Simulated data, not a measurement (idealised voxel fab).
process module | voxel wiring stack
The width of the displayed cross-section, cut, is 165 nm; its cells are square, with a size of 5 nm.
Notation: cross-section as square-cell grid; stated in bands, top first, going down; one or more cell rows per band. Basically the band line says how high the top is and how high the bottom is, in nm, and then what's in it from left to right, every material with its width in nm. Empty space shows up as "empty", and if a single material carries "full width" it runs the full band edge to edge. The reference from which all heights are counted is 0, the level beneath which the as-received wafer is entirely one material; the lowest band, having no lower bound, proceeds downward and is written after the example "0..down". When a width is written as two numbers, as in "30 to 40", the first number is the width in the top row of cells of the band and the second is the width in its bottom row, and the width changes by the same amount from each row to the next. "no alterations made", as given for a step, is the statement that not any cell of the cross-section underwent a change during that step. Enclosed void inventory: empty space of 8 cells or more with no open way to the top, each as width x height at its distance from the left edge, in nm. Read whatever lies past the settings on a step's line as the simulator's own remark about the step. You can add "overlay nm" to a step's line. For a step with a mask, it describes how far the mask lay to the right of its planned position, and a negative number describes a lay to the left.

The planned process steps are enumerated hereunder:
1,RECEIVE (material Si)
2,CONFORMAL_DEP (material SiO2; thk nm 15)
3,CONFORMAL_DEP (material SiN; thk nm 5)
4,DIRECTIONAL_DEP (material lowk; thk nm 15)
5,PATTERN (tone open; mask id METAL_1; material resist; width nm 30; pitch nm 55; thk nm 20; overlay nm 0)
6,DIRECTIONAL_ETCH (etch materials lowk; depth nm 15)
7,DIRECTIONAL_ETCH (etch materials SiN; depth nm 5)
8,STRIP (etch materials resist)
9,CONFORMAL_DEP (material TiN; thk nm 5)
10,FILL_DEP (material W; thk nm 5)
11,CMP (height nm 35)
12,EPI (material Ru; thk nm 5)
13,FILL_DEP (material SiCN; thk nm 5)
14,DIRECTIONAL_DEP (material lowk; thk nm 30)
15,DIRECTIONAL_DEP (material aC; thk nm 15)
16,PATTERN (tone open; mask id METAL_2_HOLES; material resist; width nm 15; thk nm 35; overlay nm 0)
17,DIRECTIONAL_ETCH (etch materials aC; depth nm 15)
18,STRIP (etch materials resist)
19,DIRECTIONAL_ETCH (etch materials lowk; depth nm 30)
20,STRIP (etch materials aC)
21,DIRECTIONAL_DEP (material aC; thk nm 10)
22,PATTERN (tone open; mask id METAL_2; material resist; width nm 30; pitch nm 55; thk nm 25; overlay nm 0)
23,DIRECTIONAL_ETCH (etch materials aC; depth nm 10)
24,STRIP (etch materials resist)
25,DIRECTIONAL_ETCH (etch materials lowk; depth nm 20)
26,DIRECTIONAL_ETCH (etch materials SiCN; depth nm 5)
27,STRIP (etch materials aC)
28,CONFORMAL_DEP (material TiN; thk nm 5)
29,FILL_DEP (material Cu; thk nm 10)
30,CMP (height nm 75)
31,CONFORMAL_DEP (material SiN; thk nm 5)

First wafer, two in total, run as planned:

Cross-sectional view of the wafer in its as-received condition, corresponding to the state after step 1:
- 0..down | Si full width
- Enclosed void inventory: none

Cross-sectional representation of the wafer at the conclusion of step 2:
- 15..0 | SiO2 full width
- No changes below 0.

Cross-sectional representation of the wafer at the conclusion of step 3:
- 20..15 | SiN full width
- No changes below 15.

Cross-sectional representation of the wafer at the conclusion of step 4:
- 35..20 | lowk full width
- No changes below 20.

Cross-sectional representation of the wafer at the conclusion of step 5:
- 55..35 | resist 40  empty 30  resist 25  empty 30  resist 40
- No changes below 35.

Cross-sectional representation of the wafer at the conclusion of step 6:
- 55..35 | resist 40  empty 30  resist 25  empty 30  resist 40
- 35..20 | lowk 40  empty 30  lowk 25  empty 30  lowk 40
- No changes below 20.

Cross-sectional representation of the wafer at the conclusion of step 7:
- 55..35 | resist 40  empty 30  resist 25  empty 30  resist 40
- 35..20 | lowk 40  empty 30  lowk 25  empty 30  lowk 40
- 20..15 | SiN 40  empty 30  SiN 25  empty 30  SiN 40
- No changes below 15.

Cross-sectional representation of the wafer at the conclusion of step 8:
- 35..20 | lowk 40  empty 30  lowk 25  empty 30  lowk 40
- No changes below 20.

Cross-sectional representation of the wafer at the conclusion of step 9:
- 40..35 | TiN 45  empty 20  TiN 35  empty 20  TiN 45
- 35..20 | lowk 40  TiN 5  empty 20  TiN 5  lowk 25  TiN 5  empty 20  TiN 5  lowk 40
- 20..15 | SiN 40  TiN 30  SiN 25  TiN 30  SiN 40
- No changes below 15.

Cross-sectional representation of the wafer at the conclusion of step 10:
- 45..40 | W full width
- 40..35 | TiN 45  W 20  TiN 35  W 20  TiN 45
- 35..20 | lowk 40  TiN 5  W 20  TiN 5  lowk 25  TiN 5  W 20  TiN 5  lowk 40
- No changes below 20.

Cross-sectional representation of the wafer at the conclusion of step 11:
- 35..20 | lowk 40  TiN 5  W 20  TiN 5  lowk 25  TiN 5  W 20  TiN 5  lowk 40
- No changes below 20.

Cross-sectional representation of the wafer at the conclusion of step 12:
- 40..35 | empty 35  Ru 40  empty 15  Ru 40  empty 35
- No changes below 35.

Cross-sectional representation of the wafer at the conclusion of step 13:
- 45..40 | SiCN full width
- 40..35 | SiCN 35  Ru 40  SiCN 15  Ru 40  SiCN 35
- No changes below 35.

Cross-sectional representation of the wafer at the conclusion of step 14:
- 75..45 | lowk full width
- No changes below 45.

Cross-sectional representation of the wafer at the conclusion of step 15:
- 90..75 | aC full width
- No changes below 75.

Cross-sectional representation of the wafer at the conclusion of step 16:
- 125..90 | resist 40  empty 15  resist 110
- No changes below 90.

Cross-sectional representation of the wafer at the conclusion of step 17:
- 110..90 | resist 40  empty 15  resist 110
- 90..75 | aC 40  empty 15  aC 110
- No changes below 75.

Cross-sectional representation of the wafer at the conclusion of step 18:
- 90..75 | aC 40  empty 15  aC 110
- No changes below 75.

Cross-sectional representation of the wafer at the conclusion of step 19:
- 90..75 | aC 40  empty 15  aC 110
- 75..45 | lowk 40  empty 15  lowk 110
- No changes below 45.

Cross-sectional representation of the wafer at the conclusion of step 20:
- 75..45 | lowk 40  empty 15  lowk 110
- No changes below 45.

Cross-sectional representation of the wafer at the conclusion of step 21:
- 85..75 | aC 40  empty 15  aC 110
- 75..55 | lowk 40  empty 15  lowk 110
- 55..45 | lowk 40  aC 15  lowk 110
- No changes below 45.

Cross-sectional representation of the wafer at the conclusion of step 22:
- 110..85 | resist 40  empty 30  resist 25  empty 30  resist 40
- No changes below 85.

Cross-sectional representation of the wafer at the conclusion of step 23:
- 100..85 | resist 40  empty 30  resist 25  empty 30  resist 40
- 85..75 | aC 40  empty 30  aC 25  empty 30  aC 40
- 75..45 | lowk 40  empty 15  lowk 110
- No changes below 45.

Cross-sectional representation of the wafer at the conclusion of step 24:
- 85..75 | aC 40  empty 30  aC 25  empty 30  aC 40
- No changes below 75.

Cross-sectional representation of the wafer at the conclusion of step 25:
- 85..75 | aC 40  empty 30  aC 25  empty 30  aC 40
- 75..55 | lowk 40  empty 30  lowk 25  empty 30  lowk 40
- No changes below 55.

Cross-sectional representation of the wafer at the conclusion of step 26:
- 85..75 | aC 40  empty 30  aC 25  empty 30  aC 40
- 75..55 | lowk 40  empty 30  lowk 25  empty 30  lowk 40
- 55..45 | lowk 40  empty 15  lowk 110
- 45..40 | SiCN 40  empty 15  SiCN 110
- No changes below 40.

Cross-sectional representation of the wafer at the conclusion of step 27:
- 75..55 | lowk 40  empty 30  lowk 25  empty 30  lowk 40
- No changes below 55.

Cross-sectional representation of the wafer at the conclusion of step 28:
- 80..75 | TiN 45  empty 20  TiN 35  empty 20  TiN 45
- 75..60 | lowk 40  TiN 5  empty 20  TiN 5  lowk 25  TiN 5  empty 20  TiN 5  lowk 40
- 60..55 | lowk 40  TiN 5  empty 5  TiN 20  lowk 25  TiN 30  lowk 40
- 55..45 | lowk 40  TiN 5  empty 5  TiN 5  lowk 110
- 45..40 | SiCN 40  TiN 15  SiCN 110
- No changes below 40.

Cross-sectional representation of the wafer at the conclusion of step 29:
- 90..80 | Cu full width
- 80..75 | TiN 45  Cu 20  TiN 35  Cu 20  TiN 45
- 75..60 | lowk 40  TiN 5  Cu 20  TiN 5  lowk 25  TiN 5  Cu 20  TiN 5  lowk 40
- 60..55 | lowk 40  TiN 5  Cu 5  TiN 20  lowk 25  TiN 30  lowk 40
- 55..45 | lowk 40  TiN 5  Cu 5  TiN 5  lowk 110
- No changes below 45.

Cross-sectional representation of the wafer at the conclusion of step 30:
- 75..60 | lowk 40  TiN 5  Cu 20  TiN 5  lowk 25  TiN 5  Cu 20  TiN 5  lowk 40
- No changes below 60.

Cross-sectional representation of the wafer at the conclusion of step 31:
- 80..75 | SiN full width
- No changes below 75.

Now the other wafer: same start, same recipe, but we messed up one thing when running it. Up to and including step 13 it's the same as the first one:

Look at the second wafer in cross-section at the time step 14 ought to have finished:
- 105..45 | lowk full width
- No changes below 45.

Look at the second wafer in cross-section at the time step 15 ought to have finished:
- 120..105 | aC full width
- No changes below 105.

Look at the second wafer in cross-section at the time step 16 ought to have finished:
- 155..120 | resist 40  empty 15  resist 110
- No changes below 120.

Look at the second wafer in cross-section at the time step 17 ought to have finished:
- 140..120 | resist 40  empty 15  resist 110
- 120..105 | aC 40  empty 15  aC 110
- No changes below 105.

Look at the second wafer in cross-section at the time step 18 ought to have finished:
- 120..105 | aC 40  empty 15  aC 110
- No changes below 105.

Look at the second wafer in cross-section at the time step 19 ought to have finished:
- 120..105 | aC 40  empty 15  aC 110
- 105..75 | lowk 40  empty 15  lowk 110
- No changes below 75.

Look at the second wafer in cross-section at the time step 20 ought to have finished:
- 105..75 | lowk 40  empty 15  lowk 110
- No changes below 75.

Look at the second wafer in cross-section at the time step 21 ought to have finished:
- 115..105 | aC 40  empty 15  aC 110
- 105..85 | lowk 40  empty 15  lowk 110
- 85..75 | lowk 40  aC 15  lowk 110
- No changes below 75.

Look at the second wafer in cross-section at the time step 22 ought to have finished:
- 140..115 | resist 40  empty 30  resist 25  empty 30  resist 40
- No changes below 115.

Look at the second wafer in cross-section at the time step 23 ought to have finished:
- 130..115 | resist 40  empty 30  resist 25  empty 30  resist 40
- 115..105 | aC 40  empty 30  aC 25  empty 30  aC 40
- 105..75 | lowk 40  empty 15  lowk 110
- No changes below 75.

Look at the second wafer in cross-section at the time step 24 ought to have finished:
- 115..105 | aC 40  empty 30  aC 25  empty 30  aC 40
- No changes below 105.

Look at the second wafer in cross-section at the time step 25 ought to have finished:
- 115..105 | aC 40  empty 30  aC 25  empty 30  aC 40
- 105..85 | lowk 40  empty 30  lowk 25  empty 30  lowk 40
- 85..55 | lowk 40  empty 15  lowk 110
- No changes below 55.

Look at the second wafer in cross-section at the time step 26 ought to have finished: no alterations made

Look at the second wafer in cross-section at the time step 27 ought to have finished:
- 105..85 | lowk 40  empty 30  lowk 25  empty 30  lowk 40
- No changes below 85.

Look at the second wafer in cross-section at the time step 28 ought to have finished:
- 110..105 | TiN 45  empty 20  TiN 35  empty 20  TiN 45
- 105..90 | lowk 40  TiN 5  empty 20  TiN 5  lowk 25  TiN 5  empty 20  TiN 5  lowk 40
- 90..85 | lowk 40  TiN 5  empty 5  TiN 20  lowk 25  TiN 30  lowk 40
- 85..60 | lowk 40  TiN 5  empty 5  TiN 5  lowk 110
- 60..55 | lowk 40  TiN 15  lowk 110
- No changes below 55.

Look at the second wafer in cross-section at the time step 29 ought to have finished:
- 120..110 | Cu full width
- 110..105 | TiN 45  Cu 20  TiN 35  Cu 20  TiN 45
- 105..90 | lowk 40  TiN 5  Cu 20  TiN 5  lowk 25  TiN 5  Cu 20  TiN 5  lowk 40
- 90..85 | lowk 40  TiN 5  Cu 5  TiN 20  lowk 25  TiN 30  lowk 40
- 85..60 | lowk 40  TiN 5  Cu 5  TiN 5  lowk 110
- No changes below 60.

Look at the second wafer in cross-section at the time step 30 ought to have finished:
- 75..60 | lowk 40  TiN 5  Cu 5  TiN 5  lowk 110
- No changes below 60.

Look at the second wafer in cross-section at the time step 31 ought to have finished:
- 80..75 | SiN full width
- No changes below 75.
The mistake made against the process plan was this: step 14 from the plan got run twice
Cell-count delta at end, second wafer over first, by material: 24 fewer of Cu; 3 more of SiCN; 21 fewer of TiN; 42 more of lowk
